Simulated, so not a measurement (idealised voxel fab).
This section sets out a process module, namely voxel quadruple lines.
In the cross-section labelled cut, the width is 205 nm and each square cell is 5 nm.
Cross-section format: a grid of square cells, given as bands from top to bottom; each band is one or more rows of cells.
Quick guide to a band line: top height, bottom height (nm) up front; then every material left to right with its width in nm. Only one material and it's marked "throughout"? Then it fills the band edge to edge. And "air" just means empty space.
All heights in this document are referenced to 0, defined as the level beneath which the wafer, as received, consists entirely of one material. The lowest band is not bounded below; it extends indefinitely downward and is written in the form "0..down".
The width entry "30 to 40" should be interpreted row by row: the top row of cells in the band takes the first number, the bottom row takes the second number, and the change between adjacent rows is uniform throughout.
"no alterations made" after a step means that no cell of the cross-section changed.
Heads up: "Internal closed voids" only lists the empty pockets with no open path to the top that are 8 cells or more, and it writes them as width x height at distance, distance from the left edge, in nm.
Past the settings on a step's line: simulator remark, on that step.
The optional step-line setting "overlay nm" applies to steps with a mask and quantifies how far to the right of its planned location the mask lay, a negative value indicating leftward placement.
Planned process steps
| 1 | RECEIVE, material Si |
| 2 | CONFORMAL_DEP, material Al2O3, thk nm 5 |
| 3 | DIRECTIONAL_DEP, material W, thk nm 10 |
| 4 | DIRECTIONAL_DEP, material polySi, thk nm 20 |
| 5 | DIRECTIONAL_DEP, material aC, thk nm 20 |
| 6 | PATTERN, tone cover, mask id MANDREL, material resist, width nm 25, thk nm 30, overlay nm 0 |
| 7 | DIRECTIONAL_ETCH, etch materials aC, depth nm 20 |
| 8 | STRIP, etch materials resist |
| 9 | CONFORMAL_DEP, material SiO2, thk nm 15 |
| 10 | DIRECTIONAL_ETCH, etch materials SiO2, depth nm 15 |
| 11 | STRIP, etch materials aC |
| 12 | DIRECTIONAL_ETCH, etch materials polySi, depth nm 20 |
| 13 | STRIP, etch materials SiO2 |
| 14 | CONFORMAL_DEP, material SiN, thk nm 5 |
| 15 | DIRECTIONAL_ETCH, etch materials SiN, depth nm 5 |
| 16 | STRIP, etch materials polySi |
| 17 | DIRECTIONAL_ETCH, etch materials W, depth nm 10 |
| 18 | STRIP, etch materials SiN |
The first wafer of two, processed as planned
As-received wafer cross-section (after step 1)
> 0..down = Si throughout
> Internal closed voids: none
After step 2: wafer cross-section
> 5..0 = Al2O3 throughout
> Under the height 0 nothing was changed.
After step 3: wafer cross-section
> 15..5 = W throughout
> Under the height 5 nothing was changed.
After step 4: wafer cross-section
> 35..15 = polySi throughout
> Under the height 15 nothing was changed.
After step 5: wafer cross-section
> 55..35 = aC throughout
> Under the height 35 nothing was changed.
After step 6: wafer cross-section
> 85..55 = 90 nm air, 25 nm resist, 90 nm air
> Under the height 55 nothing was changed.
After step 7: wafer cross-section
> 65..55 = 90 nm air, 25 nm resist, 90 nm air
> 55..35 = 90 nm air, 25 nm aC, 90 nm air
> Under the height 35 nothing was changed.
After step 8: wafer cross-section
> 55..35 = 90 nm air, 25 nm aC, 90 nm air
> Under the height 35 nothing was changed.
After step 9: wafer cross-section
> 70..55 = 75 nm air, 55 nm SiO2, 75 nm air
> 55..50 = 75 nm air, 15 nm SiO2, 25 nm aC, 15 nm SiO2, 75 nm air
> 50..35 = 90 nm SiO2, 25 nm aC, 90 nm SiO2
> Under the height 35 nothing was changed.
After step 10: wafer cross-section
> 55..35 = 75 nm air, 15 nm SiO2, 25 nm aC, 15 nm SiO2, 75 nm air
> Under the height 35 nothing was changed.
After step 11: wafer cross-section
> 55..35 = 75 nm air, 15 nm SiO2, 25 nm air, 15 nm SiO2, 75 nm air
> Under the height 35 nothing was changed.
After step 12: wafer cross-section
> 55..35 = 75 nm air, 15 nm SiO2, 25 nm air, 15 nm SiO2, 75 nm air
> 35..15 = 75 nm air, 15 nm polySi, 25 nm air, 15 nm polySi, 75 nm air
> Under the height 15 nothing was changed.
After step 13: wafer cross-section
> 35..15 = 75 nm air, 15 nm polySi, 25 nm air, 15 nm polySi, 75 nm air
> Under the height 15 nothing was changed.
After step 14: wafer cross-section
> 40..35 = 70 nm air, 25 nm SiN, 15 nm air, 25 nm SiN, 70 nm air
> 35..20 = 70 nm air, 5 nm SiN, 15 nm polySi, 5 nm SiN, 15 nm air, 5 nm SiN, 15 nm polySi, 5 nm SiN, 70 nm air
> 20..15 = 75 nm SiN, 15 nm polySi, 25 nm SiN, 15 nm polySi, 75 nm SiN
> Under the height 15 nothing was changed.
After step 15: wafer cross-section
> 35..15 = 70 nm air, 5 nm SiN, 15 nm polySi, 5 nm SiN, 15 nm air, 5 nm SiN, 15 nm polySi, 5 nm SiN, 70 nm air
> Under the height 15 nothing was changed.
After step 16: wafer cross-section
> 35..15 = 70 nm air, 5 nm SiN, 15 nm air, 5 nm SiN, 15 nm air, 5 nm SiN, 15 nm air, 5 nm SiN, 70 nm air
> Under the height 15 nothing was changed.
After step 17: wafer cross-section
> 35..15 = 70 nm air, 5 nm SiN, 15 nm air, 5 nm SiN, 15 nm air, 5 nm SiN, 15 nm air, 5 nm SiN, 70 nm air
> 15..5 = 70 nm air, 5 nm W, 15 nm air, 5 nm W, 15 nm air, 5 nm W, 15 nm air, 5 nm W, 70 nm air
> Under the height 5 nothing was changed.
After step 18: wafer cross-section
> 15..5 = 70 nm air, 5 nm W, 15 nm air, 5 nm W, 15 nm air, 5 nm W, 15 nm air, 5 nm W, 70 nm air
> Under the height 5 nothing was changed.
For the second wafer, take the first wafer's start and plan, then add one mistake made in running it; everything through step 1, that step included, is shared with the first
The second wafer cut through, at the time step 2 was supposed to be finished
> 10..0 = W throughout
> Under the height 0 nothing was changed.
The second wafer cut through, at the time step 3 was supposed to be finished
> 15..10 = Al2O3 throughout
> Under the height 10 nothing was changed.
The second wafer cut through, at the time step 4 was supposed to be finished
> 35..15 = polySi throughout
> Under the height 15 nothing was changed.
The second wafer cut through, at the time step 5 was supposed to be finished
> 55..35 = aC throughout
> Under the height 35 nothing was changed.
The second wafer cut through, at the time step 6 was supposed to be finished
> 85..55 = 90 nm air, 25 nm resist, 90 nm air
> Under the height 55 nothing was changed.
The second wafer cut through, at the time step 7 was supposed to be finished
> 65..55 = 90 nm air, 25 nm resist, 90 nm air
> 55..35 = 90 nm air, 25 nm aC, 90 nm air
> Under the height 35 nothing was changed.
The second wafer cut through, at the time step 8 was supposed to be finished
> 55..35 = 90 nm air, 25 nm aC, 90 nm air
> Under the height 35 nothing was changed.
The second wafer cut through, at the time step 9 was supposed to be finished
> 70..55 = 75 nm air, 55 nm SiO2, 75 nm air
> 55..50 = 75 nm air, 15 nm SiO2, 25 nm aC, 15 nm SiO2, 75 nm air
> 50..35 = 90 nm SiO2, 25 nm aC, 90 nm SiO2
> Under the height 35 nothing was changed.
The second wafer cut through, at the time step 10 was supposed to be finished
> 55..35 = 75 nm air, 15 nm SiO2, 25 nm aC, 15 nm SiO2, 75 nm air
> Under the height 35 nothing was changed.
The second wafer cut through, at the time step 11 was supposed to be finished
> 55..35 = 75 nm air, 15 nm SiO2, 25 nm air, 15 nm SiO2, 75 nm air
> Under the height 35 nothing was changed.
The second wafer cut through, at the time step 12 was supposed to be finished
> 55..35 = 75 nm air, 15 nm SiO2, 25 nm air, 15 nm SiO2, 75 nm air
> 35..15 = 75 nm air, 15 nm polySi, 25 nm air, 15 nm polySi, 75 nm air
> Under the height 15 nothing was changed.
The second wafer cut through, at the time step 13 was supposed to be finished
> 35..15 = 75 nm air, 15 nm polySi, 25 nm air, 15 nm polySi, 75 nm air
> Under the height 15 nothing was changed.
The second wafer cut through, at the time step 14 was supposed to be finished
> 40..35 = 70 nm air, 25 nm SiN, 15 nm air, 25 nm SiN, 70 nm air
> 35..20 = 70 nm air, 5 nm SiN, 15 nm polySi, 5 nm SiN, 15 nm air, 5 nm SiN, 15 nm polySi, 5 nm SiN, 70 nm air
> 20..15 = 75 nm SiN, 15 nm polySi, 25 nm SiN, 15 nm polySi, 75 nm SiN
> Under the height 15 nothing was changed.
The second wafer cut through, at the time step 15 was supposed to be finished
> 35..15 = 70 nm air, 5 nm SiN, 15 nm polySi, 5 nm SiN, 15 nm air, 5 nm SiN, 15 nm polySi, 5 nm SiN, 70 nm air
> Under the height 15 nothing was changed.
The second wafer cut through, at the time step 16 was supposed to be finished
> 35..15 = 70 nm air, 5 nm SiN, 15 nm air, 5 nm SiN, 15 nm air, 5 nm SiN, 15 nm air, 5 nm SiN, 70 nm air
> Under the height 15 nothing was changed.
The second wafer cut through, at the time step 17 was supposed to be finished: no alterations made
The second wafer cut through, at the time step 18 was supposed to be finished
> 15..10 = Al2O3 throughout
> Under the height 10 nothing was changed.
what went wrong: plan steps 2 and 3 run swapped
Final tally in cells, some materials are higher or lower on the second wafer than on the first: +74 W
